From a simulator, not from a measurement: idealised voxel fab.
process module | voxel transistor to metal
cross-section cut | 150 nm wide | cells 5 nm
A cross-section is a grid of square cells, given in bands from the top down. A band is one or more rows of cells.
Each band's line starts with the height of the band's top and of its bottom, in nm. Then come its materials from left to right, each with its width in nm. One material with "throughout" fills the band from edge to edge. "air" is empty space.
Height 0 is the level under which the wafer as received is all one material. The lowest band goes on downwards, as in "0 down".
A width such as "30 to 40" changes by the same amount from each row of cells to the next, from the band's top row to its bottom row.
"no change" after a step means that no cell of the cross-section changed.
closed voids: empty space of 8 cells or more with no open way to the top, each as width x height at its distance from the left edge, in nm
after a step's settings: what the simulator itself notes on the step
overlay nm, on a step with a mask: how far to the right of its planned place the mask lay; to the left if negative
plan
1 op RECEIVE | material Si
2 op CONFORMAL_DEP | material SiO2 | thk nm 5
3 op CONFORMAL_DEP | material SiN | thk nm 15
4 op DIRECTIONAL_DEP | material aC | thk nm 15
5 op PATTERN | tone cover | mask id ACTIVE | material resist | width nm 100 | thk nm 35 | overlay nm 0
6 op DIRECTIONAL_ETCH | etch materials aC | depth nm 15
7 op STRIP | etch materials resist
8 op DIRECTIONAL_ETCH | etch materials SiN | depth nm 15
9 op DIRECTIONAL_ETCH | etch materials SiO2 | depth nm 5
10 op DIRECTIONAL_ETCH | etch materials Si | depth nm 25
11 op STRIP | etch materials aC
12 op OXIDIZE | depth nm 5
13 op FILL_DEP | material SiO2 | thk nm 10
14 op CMP | height nm 20
15 op SELECTIVE_ETCH | etch materials SiO2 | depth nm 10
16 op STRIP | etch materials SiN
17 op SELECTIVE_ETCH | etch materials SiO2 | depth nm 5
18 op OXIDIZE | depth nm 5
19 op DIRECTIONAL_DEP | material polySi | thk nm 20
20 op DIRECTIONAL_DEP | material SiCN | thk nm 15
21 op PATTERN | tone cover | mask id GATE | material resist | width nm 20 | thk nm 15 | overlay nm 0
22 op DIRECTIONAL_ETCH | etch materials SiCN | depth nm 25
23 op DIRECTIONAL_ETCH | etch materials polySi | depth nm 30
24 op STRIP | etch materials resist
25 op CONFORMAL_DEP | material SiN | thk nm 10
26 op DIRECTIONAL_ETCH | etch materials SiN | depth nm 10
27 op DIRECTIONAL_ETCH | etch materials SiO2 | depth nm 5
28 op DIRECTIONAL_ETCH | etch materials Si | depth nm 15
29 op EPI | material nSi | thk nm 15
30 op FILL_DEP | material SiO2 | thk nm 5
31 op CMP | height nm 35
32 op DIRECTIONAL_DEP | material SiO2 | thk nm 15
33 op MASKED_ETCH | tone open | mask id CONTACT | width nm 30 | pitch nm 60 | etch materials SiO2 | depth nm 55 | overlay nm 0
34 op CONFORMAL_DEP | material TiN | thk nm 5
35 op FILL_DEP | material W | thk nm 10
36 op CMP | height nm 50
37 op CONFORMAL_DEP | material SiN | thk nm 5
38 op DIRECTIONAL_DEP | material SiO2 | thk nm 15
39 op MASKED_ETCH | tone open | mask id METAL_1 | width nm 15 | pitch nm 75 | etch materials SiO2 | depth nm 15 | overlay nm 0
40 op MASKED_ETCH | tone open | mask id METAL_1 | width nm 15 | pitch nm 75 | etch materials SiN | depth nm 5 | overlay nm 0
41 op CONFORMAL_DEP | material TiN | thk nm 5
42 op FILL_DEP | material Cu | thk nm 10
43 op CMP | height nm 70
44 op CONFORMAL_DEP | material SiCN | thk nm 5
45 op DIRECTIONAL_DEP | material SiO2 | thk nm 35
46 op PATTERN | tone open | mask id METAL_2 | material resist | width nm 15 | pitch nm 75 | thk nm 20 | overlay nm 0
47 op DIRECTIONAL_ETCH | etch materials SiO2 | depth nm 20
48 op STRIP | etch materials resist
49 op DIRECTIONAL_DEP | material aC | thk nm 15
50 op PATTERN | tone open | mask id METAL_2_HOLES | material resist | width nm 15 | pitch nm 75 | thk nm 30 | overlay nm 0
51 op DIRECTIONAL_ETCH | etch materials aC | depth nm 15
52 op STRIP | etch materials resist
53 op DIRECTIONAL_ETCH | etch materials SiO2 | depth nm 15
54 op DIRECTIONAL_ETCH | etch materials SiCN | depth nm 5
55 op STRIP | etch materials aC
56 op CONFORMAL_DEP | material TiN | thk nm 5
57 op FILL_DEP | material Cu | thk nm 5
58 op CMP | height nm 110
59 op CONFORMAL_DEP | material SiN | thk nm 5
first wafer, as planned
as received, after step 1
  0 down: Si throughout
  closed voids: none
after step 2
  5 to 0: SiO2 throughout
  below 0: unchanged
after step 3
  20 to 5: SiN throughout
  below 5: unchanged
after step 4
  35 to 20: aC throughout
  below 20: unchanged
after step 5
  70 to 35: air 25 | resist 100 | air 25
  below 35: unchanged
after step 6
  55 to 35: air 25 | resist 100 | air 25
  35 to 20: air 25 | aC 100 | air 25
  below 20: unchanged
after step 7
  35 to 20: air 25 | aC 100 | air 25
  below 20: unchanged
after step 8
  35 to 20: air 25 | aC 100 | air 25
  20 to 5: air 25 | SiN 100 | air 25
  below 5: unchanged
after step 9
  35 to 20: air 25 | aC 100 | air 25
  20 to 5: air 25 | SiN 100 | air 25
  5 to 0: air 25 | SiO2 100 | air 25
  below 0: unchanged
after step 10
  35 to 20: air 25 | aC 100 | air 25
  20 to 5: air 25 | SiN 100 | air 25
  5 to 0: air 25 | SiO2 100 | air 25
  0 to -25: air 25 | Si 100 | air 25
  below -25: unchanged
after step 11
  20 to 5: air 25 | SiN 100 | air 25
  below 5: unchanged
after step 12
  20 to 5: air 25 | SiN 100 | air 25
  5 to 0: air 25 | SiO2 100 | air 25
  0 to -25: air 25 | SiO2 5 | Si 90 | SiO2 5 | air 25
  -25 to -30: SiO2 30 | Si 90 | SiO2 30
  below -30: unchanged
after step 13
  30 to 20: SiO2 throughout
  20 to 5: SiO2 25 | SiN 100 | SiO2 25
  5 to 0: SiO2 throughout
  0 to -30: SiO2 30 | Si 90 | SiO2 30
  below -30: unchanged
after step 14
  20 to 5: SiO2 25 | SiN 100 | SiO2 25
  below 5: unchanged
after step 15
  20 to 10: air 25 | SiN 100 | air 25
  below 10: unchanged
after step 16
  10 to 5: SiO2 25 | air 100 | SiO2 25
  below 5: unchanged
after step 17
  5 to 0: SiO2 20 | air 110 | SiO2 20
  below 0: unchanged
after step 18
  5 to 0: SiO2 20 | air 110 | SiO2 20
  0 to -5: SiO2 throughout
  below -5: unchanged
after step 19
  25 to 20: polySi 20 | air 110 | polySi 20
  20 to 5: polySi throughout
  5 to 0: SiO2 20 | polySi 110 | SiO2 20
  below 0: unchanged
after step 20
  40 to 35: SiCN 20 | air 110 | SiCN 20
  35 to 25: SiCN throughout
  25 to 20: polySi 20 | SiCN 110 | polySi 20
  below 20: unchanged
after step 21
  55 to 40: air 65 | resist 20 | air 65
  40 to 35: SiCN 20 | air 45 | resist 20 | air 45 | SiCN 20
  below 35: unchanged
after step 22
  55 to 35: air 65 | resist 20 | air 65
  35 to 25: air 65 | SiCN 20 | air 65
  25 to 20: polySi 20 | air 45 | SiCN 20 | air 45 | polySi 20
  below 20: unchanged
after step 23
  55 to 35: air 65 | resist 20 | air 65
  35 to 20: air 65 | SiCN 20 | air 65
  20 to 5: air 65 | polySi 20 | air 65
  5 to 0: SiO2 20 | air 45 | polySi 20 | air 45 | SiO2 20
  below 0: unchanged
after step 24
  35 to 20: air 65 | SiCN 20 | air 65
  below 20: unchanged
after step 25
  45 to 35: air 55 | SiN 40 | air 55
  35 to 20: air 55 | SiN 10 | SiCN 20 | SiN 10 | air 55
  20 to 15: air 55 | SiN 10 | polySi 20 | SiN 10 | air 55
  15 to 10: SiN 30 | air 25 | SiN 10 | polySi 20 | SiN 10 | air 25 | SiN 30
  10 to 5: SiN 65 | polySi 20 | SiN 65
  5 to 0: SiO2 20 | SiN 45 | polySi 20 | SiN 45 | SiO2 20
  below 0: unchanged
after step 26
  35 to 20: air 55 | SiN 10 | SiCN 20 | SiN 10 | air 55
  20 to 5: air 55 | SiN 10 | polySi 20 | SiN 10 | air 55
  5 to 0: SiO2 20 | SiN 10 | air 25 | SiN 10 | polySi 20 | SiN 10 | air 25 | SiN 10 | SiO2 20
  below 0: unchanged
after step 27
  35 to 20: air 55 | SiN 10 | SiCN 20 | SiN 10 | air 55
  20 to 5: air 55 | SiN 10 | polySi 20 | SiN 10 | air 55
  5 to 0: air 20 | SiN 10 | air 25 | SiN 10 | polySi 20 | SiN 10 | air 25 | SiN 10 | air 20
  0 to -5: SiO2 30 | air 25 | SiO2 40 | air 25 | SiO2 30
  below -5: unchanged
after step 28
  35 to 20: air 55 | SiN 10 | SiCN 20 | SiN 10 | air 55
  20 to 5: air 55 | SiN 10 | polySi 20 | SiN 10 | air 55
  5 to 0: air 20 | SiN 10 | air 25 | SiN 10 | polySi 20 | SiN 10 | air 25 | SiN 10 | air 20
  0 to -5: SiO2 30 | air 25 | SiO2 40 | air 25 | SiO2 30
  -5 to -20: SiO2 30 | air 25 | Si 40 | air 25 | SiO2 30
  below -20: unchanged
after step 29
  35 to 20: air 55 | SiN 10 | SiCN 20 | SiN 10 | air 55
  20 to 10: air 55 | SiN 10 | polySi 20 | SiN 10 | air 55
  10 to 5: air 40 | nSi 15 | SiN 10 | polySi 20 | SiN 10 | nSi 15 | air 40
  5 to 0: air 20 | SiN 10 | air 10 | nSi 15 | SiN 10 | polySi 20 | SiN 10 | nSi 15 | air 10 | SiN 10 | air 20
  0 to -5: SiO2 30 | air 10 | nSi 15 | SiO2 40 | nSi 15 | air 10 | SiO2 30
  -5 to -20: SiO2 30 | nSi 25 | Si 40 | nSi 25 | SiO2 30
  below -20: unchanged
after step 30
  40 to 35: SiO2 throughout
  35 to 20: SiO2 55 | SiN 10 | SiCN 20 | SiN 10 | SiO2 55
  20 to 10: SiO2 55 | SiN 10 | polySi 20 | SiN 10 | SiO2 55
  10 to 5: SiO2 40 | nSi 15 | SiN 10 | polySi 20 | SiN 10 | nSi 15 | SiO2 40
  5 to 0: SiO2 20 | SiN 10 | SiO2 10 | nSi 15 | SiN 10 | polySi 20 | SiN 10 | nSi 15 | SiO2 10 | SiN 10 | SiO2 20
  0 to -5: SiO2 40 | nSi 15 | SiO2 40 | nSi 15 | SiO2 40
  below -5: unchanged
after step 31
  35 to 20: SiO2 55 | SiN 10 | SiCN 20 | SiN 10 | SiO2 55
  below 20: unchanged
after step 32
  50 to 35: SiO2 throughout
  below 35: unchanged
after step 33
  50 to 35: SiO2 30 | air 30 | SiO2 30 | air 30 | SiO2 30
  35 to 20: SiO2 30 | air 25 | SiN 10 | SiCN 20 | SiN 10 | air 25 | SiO2 30
  20 to 10: SiO2 30 | air 25 | SiN 10 | polySi 20 | SiN 10 | air 25 | SiO2 30
  10 to 5: SiO2 30 | air 10 | nSi 15 | SiN 10 | polySi 20 | SiN 10 | nSi 15 | air 10 | SiO2 30
  5 to 0: SiO2 20 | SiN 10 | air 10 | nSi 15 | SiN 10 | polySi 20 | SiN 10 | nSi 15 | air 10 | SiN 10 | SiO2 20
  0 to -5: SiO2 30 | air 10 | nSi 15 | SiO2 40 | nSi 15 | air 10 | SiO2 30
  below -5: unchanged
after step 34
  55 to 50: TiN 35 | air 20 | TiN 40 | air 20 | TiN 35
  50 to 40: SiO2 30 | TiN 5 | air 20 | TiN 5 | SiO2 30 | TiN 5 | air 20 | TiN 5 | SiO2 30
  40 to 35: SiO2 30 | TiN 5 | air 15 | TiN 10 | SiO2 30 | TiN 10 | air 15 | TiN 5 | SiO2 30
  35 to 20: SiO2 30 | TiN 5 | air 15 | TiN 5 | SiN 10 | SiCN 20 | SiN 10 | TiN 5 | air 15 | TiN 5 | SiO2 30
  20 to 15: SiO2 30 | TiN 5 | air 15 | TiN 5 | SiN 10 | polySi 20 | SiN 10 | TiN 5 | air 15 | TiN 5 | SiO2 30
  15 to 10: SiO2 30 | TiN 25 | SiN 10 | polySi 20 | SiN 10 | TiN 25 | SiO2 30
  10 to 5: SiO2 30 | TiN 10 | nSi 15 | SiN 10 | polySi 20 | SiN 10 | nSi 15 | TiN 10 | SiO2 30
  5 to 0: SiO2 20 | SiN 10 | TiN 10 | nSi 15 | SiN 10 | polySi 20 | SiN 10 | nSi 15 | TiN 10 | SiN 10 | SiO2 20
  0 to -5: SiO2 30 | TiN 10 | nSi 15 | SiO2 40 | nSi 15 | TiN 10 | SiO2 30
  below -5: unchanged
after step 35
  65 to 55: W throughout
  55 to 50: TiN 35 | W 20 | TiN 40 | W 20 | TiN 35
  50 to 40: SiO2 30 | TiN 5 | W 20 | TiN 5 | SiO2 30 | TiN 5 | W 20 | TiN 5 | SiO2 30
  40 to 35: SiO2 30 | TiN 5 | W 15 | TiN 10 | SiO2 30 | TiN 10 | W 15 | TiN 5 | SiO2 30
  35 to 20: SiO2 30 | TiN 5 | W 15 | TiN 5 | SiN 10 | SiCN 20 | SiN 10 | TiN 5 | W 15 | TiN 5 | SiO2 30
  20 to 15: SiO2 30 | TiN 5 | W 15 | TiN 5 | SiN 10 | polySi 20 | SiN 10 | TiN 5 | W 15 | TiN 5 | SiO2 30
  below 15: unchanged
after step 36
  50 to 40: SiO2 30 | TiN 5 | W 20 | TiN 5 | SiO2 30 | TiN 5 | W 20 | TiN 5 | SiO2 30
  below 40: unchanged
after step 37
  55 to 50: SiN throughout
  below 50: unchanged
after step 38
  70 to 55: SiO2 throughout
  below 55: unchanged
after step 39
  70 to 55: SiO2 30 | air 15 | SiO2 60 | air 15 | SiO2 30
  below 55: unchanged
after step 40
  70 to 55: SiO2 30 | air 15 | SiO2 60 | air 15 | SiO2 30
  55 to 50: SiN 30 | air 15 | SiN 60 | air 15 | SiN 30
  below 50: unchanged
after step 41
  75 to 70: TiN 35 | air 5 | TiN 70 | air 5 | TiN 35
  70 to 55: SiO2 30 | TiN 5 | air 5 | TiN 5 | SiO2 60 | TiN 5 | air 5 | TiN 5 | SiO2 30
  55 to 50: SiN 30 | TiN 15 | SiN 60 | TiN 15 | SiN 30
  below 50: unchanged
after step 42
  85 to 75: Cu throughout
  75 to 70: TiN 35 | Cu 5 | TiN 70 | Cu 5 | TiN 35
  70 to 55: SiO2 30 | TiN 5 | Cu 5 | TiN 5 | SiO2 60 | TiN 5 | Cu 5 | TiN 5 | SiO2 30
  below 55: unchanged
after step 43
  70 to 55: SiO2 30 | TiN 5 | Cu 5 | TiN 5 | SiO2 60 | TiN 5 | Cu 5 | TiN 5 | SiO2 30
  below 55: unchanged
after step 44
  75 to 70: SiCN throughout
  below 70: unchanged
after step 45
  110 to 75: SiO2 throughout
  below 75: unchanged
after step 46
  130 to 110: resist 30 | air 15 | resist 60 | air 15 | resist 30
  below 110: unchanged
after step 47
  130 to 110: resist 30 | air 15 | resist 60 | air 15 | resist 30
  110 to 90: SiO2 30 | air 15 | SiO2 60 | air 15 | SiO2 30
  below 90: unchanged
after step 48
  110 to 90: SiO2 30 | air 15 | SiO2 60 | air 15 | SiO2 30
  below 90: unchanged
after step 49
  125 to 110: aC 30 | air 15 | aC 60 | air 15 | aC 30
  110 to 105: SiO2 30 | air 15 | SiO2 60 | air 15 | SiO2 30
  105 to 90: SiO2 30 | aC 15 | SiO2 60 | aC 15 | SiO2 30
  below 90: unchanged
after step 50
  155 to 125: resist 30 | air 15 | resist 60 | air 15 | resist 30
  below 125: unchanged
after step 51
  140 to 125: resist 30 | air 15 | resist 60 | air 15 | resist 30
  125 to 110: aC 30 | air 15 | aC 60 | air 15 | aC 30
  110 to 90: SiO2 30 | air 15 | SiO2 60 | air 15 | SiO2 30
  below 90: unchanged
after step 52
  125 to 110: aC 30 | air 15 | aC 60 | air 15 | aC 30
  below 110: unchanged
after step 53
  125 to 110: aC 30 | air 15 | aC 60 | air 15 | aC 30
  110 to 75: SiO2 30 | air 15 | SiO2 60 | air 15 | SiO2 30
  below 75: unchanged
after step 54
  125 to 110: aC 30 | air 15 | aC 60 | air 15 | aC 30
  110 to 75: SiO2 30 | air 15 | SiO2 60 | air 15 | SiO2 30
  75 to 70: SiCN 30 | air 15 | SiCN 60 | air 15 | SiCN 30
  below 70: unchanged
after step 55
  110 to 75: SiO2 30 | air 15 | SiO2 60 | air 15 | SiO2 30
  below 75: unchanged
after step 56
  115 to 110: TiN 35 | air 5 | TiN 70 | air 5 | TiN 35
  110 to 75: SiO2 30 | TiN 5 | air 5 | TiN 5 | SiO2 60 | TiN 5 | air 5 | TiN 5 | SiO2 30
  75 to 70: SiCN 30 | TiN 15 | SiCN 60 | TiN 15 | SiCN 30
  below 70: unchanged
after step 57
  120 to 115: Cu throughout
  115 to 110: TiN 35 | Cu 5 | TiN 70 | Cu 5 | TiN 35
  110 to 75: SiO2 30 | TiN 5 | Cu 5 | TiN 5 | SiO2 60 | TiN 5 | Cu 5 | TiN 5 | SiO2 30
  below 75: unchanged
after step 58
  110 to 75: SiO2 30 | TiN 5 | Cu 5 | TiN 5 | SiO2 60 | TiN 5 | Cu 5 | TiN 5 | SiO2 30
  below 75: unchanged
after step 59
  115 to 110: SiN throughout
  below 110: unchanged
second wafer: like start, like plan, one mistake. Through step 33 it matches the first wafer
when step 34 should have ended
  55 to 50: aC 35 | air 20 | aC 40 | air 20 | aC 35
  50 to 40: SiO2 30 | aC 5 | air 20 | aC 5 | SiO2 30 | aC 5 | air 20 | aC 5 | SiO2 30
  40 to 35: SiO2 30 | aC 5 | air 15 | aC 10 | SiO2 30 | aC 10 | air 15 | aC 5 | SiO2 30
  35 to 20: SiO2 30 | aC 5 | air 15 | aC 5 | SiN 10 | SiCN 20 | SiN 10 | aC 5 | air 15 | aC 5 | SiO2 30
  20 to 15: SiO2 30 | aC 5 | air 15 | aC 5 | SiN 10 | polySi 20 | SiN 10 | aC 5 | air 15 | aC 5 | SiO2 30
  15 to 10: SiO2 30 | aC 25 | SiN 10 | polySi 20 | SiN 10 | aC 25 | SiO2 30
  10 to 5: SiO2 30 | aC 10 | nSi 15 | SiN 10 | polySi 20 | SiN 10 | nSi 15 | aC 10 | SiO2 30
  5 to 0: SiO2 20 | SiN 10 | aC 10 | nSi 15 | SiN 10 | polySi 20 | SiN 10 | nSi 15 | aC 10 | SiN 10 | SiO2 20
  0 to -5: SiO2 30 | aC 10 | nSi 15 | SiO2 40 | nSi 15 | aC 10 | SiO2 30
  below -5: unchanged
when step 35 should have ended
  65 to 55: W throughout
  55 to 50: aC 35 | W 20 | aC 40 | W 20 | aC 35
  50 to 40: SiO2 30 | aC 5 | W 20 | aC 5 | SiO2 30 | aC 5 | W 20 | aC 5 | SiO2 30
  40 to 35: SiO2 30 | aC 5 | W 15 | aC 10 | SiO2 30 | aC 10 | W 15 | aC 5 | SiO2 30
  35 to 20: SiO2 30 | aC 5 | W 15 | aC 5 | SiN 10 | SiCN 20 | SiN 10 | aC 5 | W 15 | aC 5 | SiO2 30
  20 to 15: SiO2 30 | aC 5 | W 15 | aC 5 | SiN 10 | polySi 20 | SiN 10 | aC 5 | W 15 | aC 5 | SiO2 30
  below 15: unchanged
when step 36 should have ended
  50 to 40: SiO2 30 | aC 5 | W 20 | aC 5 | SiO2 30 | aC 5 | W 20 | aC 5 | SiO2 30
  below 40: unchanged
when step 37 should have ended
  55 to 50: SiN throughout
  below 50: unchanged
when step 38 should have ended
  70 to 55: SiO2 throughout
  below 55: unchanged
when step 39 should have ended
  70 to 55: SiO2 30 | air 15 | SiO2 60 | air 15 | SiO2 30
  below 55: unchanged
when step 40 should have ended
  70 to 55: SiO2 30 | air 15 | SiO2 60 | air 15 | SiO2 30
  55 to 50: SiN 30 | air 15 | SiN 60 | air 15 | SiN 30
  below 50: unchanged
when step 41 should have ended
  75 to 70: TiN 35 | air 5 | TiN 70 | air 5 | TiN 35
  70 to 55: SiO2 30 | TiN 5 | air 5 | TiN 5 | SiO2 60 | TiN 5 | air 5 | TiN 5 | SiO2 30
  55 to 50: SiN 30 | TiN 15 | SiN 60 | TiN 15 | SiN 30
  below 50: unchanged
when step 42 should have ended
  85 to 75: Cu throughout
  75 to 70: TiN 35 | Cu 5 | TiN 70 | Cu 5 | TiN 35
  70 to 55: SiO2 30 | TiN 5 | Cu 5 | TiN 5 | SiO2 60 | TiN 5 | Cu 5 | TiN 5 | SiO2 30
  below 55: unchanged
when step 43 should have ended
  70 to 55: SiO2 30 | TiN 5 | Cu 5 | TiN 5 | SiO2 60 | TiN 5 | Cu 5 | TiN 5 | SiO2 30
  below 55: unchanged
when step 44 should have ended
  75 to 70: SiCN throughout
  below 70: unchanged
when step 45 should have ended
  110 to 75: SiO2 throughout
  below 75: unchanged
when step 46 should have ended
  130 to 110: resist 30 | air 15 | resist 60 | air 15 | resist 30
  below 110: unchanged
when step 47 should have ended
  130 to 110: resist 30 | air 15 | resist 60 | air 15 | resist 30
  110 to 90: SiO2 30 | air 15 | SiO2 60 | air 15 | SiO2 30
  below 90: unchanged
when step 48 should have ended
  110 to 90: SiO2 30 | air 15 | SiO2 60 | air 15 | SiO2 30
  below 90: unchanged
when step 49 should have ended
  125 to 110: aC 30 | air 15 | aC 60 | air 15 | aC 30
  110 to 105: SiO2 30 | air 15 | SiO2 60 | air 15 | SiO2 30
  105 to 90: SiO2 30 | aC 15 | SiO2 60 | aC 15 | SiO2 30
  below 90: unchanged
when step 50 should have ended
  155 to 125: resist 30 | air 15 | resist 60 | air 15 | resist 30
  below 125: unchanged
when step 51 should have ended
  140 to 125: resist 30 | air 15 | resist 60 | air 15 | resist 30
  125 to 110: aC 30 | air 15 | aC 60 | air 15 | aC 30
  110 to 90: SiO2 30 | air 15 | SiO2 60 | air 15 | SiO2 30
  below 90: unchanged
when step 52 should have ended
  125 to 110: aC 30 | air 15 | aC 60 | air 15 | aC 30
  below 110: unchanged
when step 53 should have ended
  125 to 110: aC 30 | air 15 | aC 60 | air 15 | aC 30
  110 to 75: SiO2 30 | air 15 | SiO2 60 | air 15 | SiO2 30
  below 75: unchanged
when step 54 should have ended
  125 to 110: aC 30 | air 15 | aC 60 | air 15 | aC 30
  110 to 75: SiO2 30 | air 15 | SiO2 60 | air 15 | SiO2 30
  75 to 70: SiCN 30 | air 15 | SiCN 60 | air 15 | SiCN 30
  below 70: unchanged
when step 55 should have ended
  110 to 75: SiO2 30 | air 15 | SiO2 60 | air 15 | SiO2 30
  below 75: unchanged
when step 56 should have ended
  115 to 110: TiN 35 | air 5 | TiN 70 | air 5 | TiN 35
  110 to 75: SiO2 30 | TiN 5 | air 5 | TiN 5 | SiO2 60 | TiN 5 | air 5 | TiN 5 | SiO2 30
  75 to 70: SiCN 30 | TiN 15 | SiCN 60 | TiN 15 | SiCN 30
  below 70: unchanged
when step 57 should have ended
  120 to 115: Cu throughout
  115 to 110: TiN 35 | Cu 5 | TiN 70 | Cu 5 | TiN 35
  110 to 75: SiO2 30 | TiN 5 | Cu 5 | TiN 5 | SiO2 60 | TiN 5 | Cu 5 | TiN 5 | SiO2 30
  below 75: unchanged
when step 58 should have ended
  110 to 75: SiO2 30 | TiN 5 | Cu 5 | TiN 5 | SiO2 60 | TiN 5 | Cu 5 | TiN 5 | SiO2 30
  below 75: unchanged
when step 59 should have ended
  115 to 110: SiN throughout
  below 110: unchanged
what went wrong: step 34 ran as: op CONFORMAL_DEP | material aC | thk nm 5
at the end the second wafer has, in cells: 52 fewer of TiN | 52 more of aC
